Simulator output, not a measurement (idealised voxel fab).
Title: Process Module voxel lift off
Square cells of 5 nm make up the cross-section cut, whose width is 250 nm.
When this document writes out a cross-section, it uses a grid of square cells and lists it as bands, beginning at the top and moving down, with a band standing for one or more rows of cells. First you get the band's top height and its bottom height, in nm, and then the materials it's made of, left to right, with each width in nm. If you see a single material with "throughout", that one covers the band edge to edge. "empty" is empty space. We count height from 0. Below that, the starting wafer is all one material. The lowest band never ends at the bottom but goes on down; see "0 nm and below" for how that is written. A width such as "30->40" changes by the same amount from each row of cells to the next, from the band's top row to its bottom row. Reading "left unchanged" for a step: not a cell of the cross-section changed in it. So "Closed void list" is basically the list of trapped voids: any empty space of 8 cells or more that can't reach the top through an opening. They're written width x height at distance, the distance being from the left edge, and it's all nm. The remark found on a step's line after its settings is issued by the simulator itself and pertains to that step. Among the settings permitted on a step's line is "overlay nm"; applied to a step with a mask, it specifies the extent to which the mask lay to the right of its planned position, whereas a negative figure signifies a position to the left.

## Intended process steps
- 1: RECEIVE [material Si]
- 2: CONFORMAL_DEP [material SiN] [thk nm 15]
- 3: PATTERN [tone open] [mask id LINES] [material resist] [width nm 20] [pitch nm 50] [thk nm 20] [overlay nm 0]
- 4: DIRECTIONAL_DEP [material Ru] [thk nm 10]
- 5: STRIP [etch materials resist]
- 6: CONFORMAL_DEP [material SiCN] [thk nm 5]

## First of the two wafers, run per plan

## Here's what the wafer looked like in cross-section when it arrived - that's after step 1
	0 nm and below | Si throughout
	Closed void list: none

## You're looking at a cross-section of the wafer after step 2
	15 nm to 0 nm | SiN throughout
	Beneath the level 0, the cross-section is identical to its previous state.

## You're looking at a cross-section of the wafer after step 3
	35 nm to 15 nm | resist 90, then empty 20, then resist 30, then empty 20, then resist 90
	Beneath the level 15, the cross-section is identical to its previous state.

## You're looking at a cross-section of the wafer after step 4
	45 nm to 35 nm | Ru 90, then empty 20, then Ru 30, then empty 20, then Ru 90
	35 nm to 25 nm | resist 90, then empty 20, then resist 30, then empty 20, then resist 90
	25 nm to 15 nm | resist 90, then Ru 20, then resist 30, then Ru 20, then resist 90
	Beneath the level 15, the cross-section is identical to its previous state.

## You're looking at a cross-section of the wafer after step 5
	25 nm to 15 nm | empty 90, then Ru 20, then empty 30, then Ru 20, then empty 90
	Beneath the level 15, the cross-section is identical to its previous state.

## You're looking at a cross-section of the wafer after step 6
	30 nm to 25 nm | empty 85, then SiCN 30, then empty 20, then SiCN 30, then empty 85
	25 nm to 20 nm | empty 85, then SiCN 5, then Ru 20, then SiCN 5, then empty 20, then SiCN 5, then Ru 20, then SiCN 5, then empty 85
	20 nm to 15 nm | SiCN 90, then Ru 20, then SiCN 30, then Ru 20, then SiCN 90
	Beneath the level 15, the cross-section is identical to its previous state.

## Companion wafer, the second of two: same beginning, same intended sequence, one mistake in carrying it out; through step 1 inclusive it tracks the first exactly

Second wafer shown in cross-section at the time step 2 was slated to end: left unchanged

## Second wafer shown in cross-section at the time step 3 was slated to end
	20 nm to 0 nm | resist 90, then empty 20, then resist 30, then empty 20, then resist 90
	Beneath the level 0, the cross-section is identical to its previous state.

## Second wafer shown in cross-section at the time step 4 was slated to end
	30 nm to 20 nm | Ru 90, then empty 20, then Ru 30, then empty 20, then Ru 90
	20 nm to 10 nm | resist 90, then empty 20, then resist 30, then empty 20, then resist 90
	10 nm to 0 nm | resist 90, then Ru 20, then resist 30, then Ru 20, then resist 90
	Beneath the level 0, the cross-section is identical to its previous state.

## Second wafer shown in cross-section at the time step 5 was slated to end
	10 nm to 0 nm | empty 90, then Ru 20, then empty 30, then Ru 20, then empty 90
	Beneath the level 0, the cross-section is identical to its previous state.

## Second wafer shown in cross-section at the time step 6 was slated to end
	15 nm to 10 nm | empty 85, then SiCN 30, then empty 20, then SiCN 30, then empty 85
	10 nm to 5 nm | empty 85, then SiCN 5, then Ru 20, then SiCN 5, then empty 20, then SiCN 5, then Ru 20, then SiCN 5, then empty 85
	5 nm to 0 nm | SiCN 90, then Ru 20, then SiCN 30, then Ru 20, then SiCN 90
	Beneath the level 0, the cross-section is identical to its previous state.
what went wrong: step 2 of the plan: omitted, not performed
Count the cells at the end and the second wafer has more or fewer of some materials than the first: SiN: 150 fewer
